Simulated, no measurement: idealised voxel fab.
Proc. module: voxel self aligned contacts
The cross-section on display is named cut; it measures 165 nm wide, and its cells are 5 nm squares.
Reading order for cross-sections: top band down to bottom band. Underlying form: a grid of square cells. Band size: one or more rows of cells.
Look at the band entry: it leads with the top's height and the bottom's height in nm. Then it lists the materials left to right, with a width in nm for each. The word "everywhere" on a single material says that material fills the band edge to edge. The word "blank" is empty space.
Basically, 0 is our baseline, since under it the wafer straight out of the box is all one material. The bottom band has no lower end and keeps on going down, so it looks like "0 down".
The two numbers in a width such as "30 to 40" mark its ends across the band: the first belongs to the top row of cells, the second to the bottom row, and from each row to the next the width moves by the same amount.
Reading "no modification" for a step: not a cell of the cross-section changed in it.
In the "closed voids" entry, you get each enclosed empty space of 8 cells or more, one with no open way to the top, written width x height at distance, distance from the left edge, in nm.
Formally, on a step line, whatever follows the settings is a remark that the simulator itself makes on the step.
Steps that use a mask can have "overlay nm" on their line. It says how far the mask sat to the right of where it was meant to be. Negative means to the left.

-- The steps planned for the process are as follows
1) RECEIVE | material Si
2) OXIDIZE | depth nm 5
3) DIRECTIONAL_DEP | material polySi | thk nm 30
4) DIRECTIONAL_DEP | material SiN | thk nm 20
5) DIRECTIONAL_DEP | material aC | thk nm 15
6) PATTERN | tone cover | mask id GATE | material resist | width nm 35 | pitch nm 70 | thk nm 30 | overlay nm 0
7) DIRECTIONAL_ETCH | etch materials aC | depth nm 15
8) STRIP | etch materials resist
9) DIRECTIONAL_ETCH | etch materials SiN | depth nm 20
10) DIRECTIONAL_ETCH | etch materials polySi | depth nm 30
11) STRIP | etch materials aC
12) CONFORMAL_DEP | material SiN | thk nm 10
13) DIRECTIONAL_ETCH | etch materials SiN | depth nm 10
14) FILL_DEP | material SiO2 | thk nm 15
15) CMP | height nm 60
16) DIRECTIONAL_DEP | material aC | thk nm 15
17) PATTERN | tone open | mask id CONTACT | material resist | width nm 45 | thk nm 30 | overlay nm 0
18) DIRECTIONAL_ETCH | etch materials aC | depth nm 15
19) STRIP | etch materials resist
20) DIRECTIONAL_ETCH | etch materials SiO2 | depth nm 65
21) STRIP | etch materials aC
22) CONFORMAL_DEP | material TiN | thk nm 5
23) FILL_DEP | material Ru | thk nm 10
24) CMP | height nm 60
25) CONFORMAL_DEP | material SiCN | thk nm 5

-- First of two wafers: run as planned

-- As-received wafer cross-section (after step 1)
> 0 down = Si everywhere
> closed voids: none

-- Take a look at the wafer's cross-section after step 2
> 0 to -5 = SiO2 everywhere
> Whatever lies below -5 is exactly as it was before.

-- Take a look at the wafer's cross-section after step 3
> 30 to 0 = polySi everywhere
> Whatever lies below 0 is exactly as it was before.

-- Take a look at the wafer's cross-section after step 4
> 50 to 30 = SiN everywhere
> Whatever lies below 30 is exactly as it was before.

-- Take a look at the wafer's cross-section after step 5
> 65 to 50 = aC everywhere
> Whatever lies below 50 is exactly as it was before.

-- Take a look at the wafer's cross-section after step 6
> 95 to 65 = blank (30); resist (35); blank (35); resist (35); blank (30)
> Whatever lies below 65 is exactly as it was before.

-- Take a look at the wafer's cross-section after step 7
> 80 to 65 = blank (30); resist (35); blank (35); resist (35); blank (30)
> 65 to 50 = blank (30); aC (35); blank (35); aC (35); blank (30)
> Whatever lies below 50 is exactly as it was before.

-- Take a look at the wafer's cross-section after step 8
> 65 to 50 = blank (30); aC (35); blank (35); aC (35); blank (30)
> Whatever lies below 50 is exactly as it was before.

-- Take a look at the wafer's cross-section after step 9
> 65 to 50 = blank (30); aC (35); blank (35); aC (35); blank (30)
> 50 to 30 = blank (30); SiN (35); blank (35); SiN (35); blank (30)
> Whatever lies below 30 is exactly as it was before.

-- Take a look at the wafer's cross-section after step 10
> 65 to 50 = blank (30); aC (35); blank (35); aC (35); blank (30)
> 50 to 30 = blank (30); SiN (35); blank (35); SiN (35); blank (30)
> 30 to 0 = blank (30); polySi (35); blank (35); polySi (35); blank (30)
> Whatever lies below 0 is exactly as it was before.

-- Take a look at the wafer's cross-section after step 11
> 50 to 30 = blank (30); SiN (35); blank (35); SiN (35); blank (30)
> Whatever lies below 30 is exactly as it was before.

-- Take a look at the wafer's cross-section after step 12
> 60 to 30 = blank (20); SiN (55); blank (15); SiN (55); blank (20)
> 30 to 10 = blank (20); SiN (10); polySi (35); SiN (10); blank (15); SiN (10); polySi (35); SiN (10); blank (20)
> 10 to 0 = SiN (30); polySi (35); SiN (35); polySi (35); SiN (30)
> Whatever lies below 0 is exactly as it was before.

-- Take a look at the wafer's cross-section after step 13
> 50 to 30 = blank (20); SiN (55); blank (15); SiN (55); blank (20)
> 30 to 0 = blank (20); SiN (10); polySi (35); SiN (10); blank (15); SiN (10); polySi (35); SiN (10); blank (20)
> Whatever lies below 0 is exactly as it was before.

-- Take a look at the wafer's cross-section after step 14
> 65 to 50 = SiO2 everywhere
> 50 to 30 = SiO2 (20); SiN (55); SiO2 (15); SiN (55); SiO2 (20)
> 30 to 0 = SiO2 (20); SiN (10); polySi (35); SiN (10); SiO2 (15); SiN (10); polySi (35); SiN (10); SiO2 (20)
> Whatever lies below 0 is exactly as it was before.

-- Take a look at the wafer's cross-section after step 15
> 60 to 50 = SiO2 everywhere
> Whatever lies below 50 is exactly as it was before.

-- Take a look at the wafer's cross-section after step 16
> 75 to 60 = aC everywhere
> Whatever lies below 60 is exactly as it was before.

-- Take a look at the wafer's cross-section after step 17
> 105 to 75 = resist (60); blank (45); resist (60)
> Whatever lies below 75 is exactly as it was before.

-- Take a look at the wafer's cross-section after step 18
> 90 to 75 = resist (60); blank (45); resist (60)
> 75 to 60 = aC (60); blank (45); aC (60)
> Whatever lies below 60 is exactly as it was before.

-- Take a look at the wafer's cross-section after step 19
> 75 to 60 = aC (60); blank (45); aC (60)
> Whatever lies below 60 is exactly as it was before.

-- Take a look at the wafer's cross-section after step 20
> 75 to 60 = aC (60); blank (45); aC (60)
> 60 to 50 = SiO2 (60); blank (45); SiO2 (60)
> 50 to 30 = SiO2 (20); SiN (55); blank (15); SiN (55); SiO2 (20)
> 30 to 0 = SiO2 (20); SiN (10); polySi (35); SiN (10); blank (15); SiN (10); polySi (35); SiN (10); SiO2 (20)
> 0 to -5 = SiO2 (75); blank (15); SiO2 (75)
> Whatever lies below -5 is exactly as it was before.

-- Take a look at the wafer's cross-section after step 21
> 60 to 50 = SiO2 (60); blank (45); SiO2 (60)
> Whatever lies below 50 is exactly as it was before.

-- Take a look at the wafer's cross-section after step 22
> 65 to 60 = TiN (65); blank (35); TiN (65)
> 60 to 50 = SiO2 (60); TiN (5 to 20); blank (35 to 5); TiN (5 to 20); SiO2 (60)
> 50 to 30 = SiO2 (20); SiN (55); TiN (5); blank (5); TiN (5); SiN (55); SiO2 (20)
> 30 to 0 = SiO2 (20); SiN (10); polySi (35); SiN (10); TiN (5); blank (5); TiN (5); SiN (10); polySi (35); SiN (10); SiO2 (20)
> 0 to -5 = SiO2 (75); TiN (15); SiO2 (75)
> Whatever lies below -5 is exactly as it was before.

-- Take a look at the wafer's cross-section after step 23
> 75 to 65 = Ru everywhere
> 65 to 60 = TiN (65); Ru (35); TiN (65)
> 60 to 50 = SiO2 (60); TiN (5 to 20); Ru (35 to 5); TiN (5 to 20); SiO2 (60)
> 50 to 30 = SiO2 (20); SiN (55); TiN (5); Ru (5); TiN (5); SiN (55); SiO2 (20)
> 30 to 0 = SiO2 (20); SiN (10); polySi (35); SiN (10); TiN (5); Ru (5); TiN (5); SiN (10); polySi (35); SiN (10); SiO2 (20)
> Whatever lies below 0 is exactly as it was before.

-- Take a look at the wafer's cross-section after step 24
> 60 to 50 = SiO2 (60); TiN (5 to 20); Ru (35 to 5); TiN (5 to 20); SiO2 (60)
> Whatever lies below 50 is exactly as it was before.

-- Take a look at the wafer's cross-section after step 25
> 65 to 60 = SiCN everywhere
> Whatever lies below 60 is exactly as it was before.

-- Second of two: same start, same plan, one run error; steps up to and including 22 match the first

-- Cross-section: second wafer, time at which step 23 was scheduled to end
> 75 to 65 = aC everywhere
> 65 to 60 = TiN (65); aC (35); TiN (65)
> 60 to 50 = SiO2 (60); TiN (5 to 20); aC (35 to 5); TiN (5 to 20); SiO2 (60)
> 50 to 30 = SiO2 (20); SiN (55); TiN (5); aC (5); TiN (5); SiN (55); SiO2 (20)
> 30 to 0 = SiO2 (20); SiN (10); polySi (35); SiN (10); TiN (5); aC (5); TiN (5); SiN (10); polySi (35); SiN (10); SiO2 (20)
> Whatever lies below 0 is exactly as it was before.

-- Cross-section: second wafer, time at which step 24 was scheduled to end
> 60 to 50 = SiO2 (60); TiN (5 to 20); aC (35 to 5); TiN (5 to 20); SiO2 (60)
> Whatever lies below 50 is exactly as it was before.

-- Cross-section: second wafer, time at which step 25 was scheduled to end
> 65 to 60 = SiCN everywhere
> Whatever lies below 60 is exactly as it was before.
Heads up, the wafer didn't run the way we planned it: step 23 ran differently from the plan; actual operation with settings: FILL_DEP | material aC | thk nm 10
Materials where the second wafer ends with more or fewer cells than the first: Ru: 18 fewer, aC: 18 more
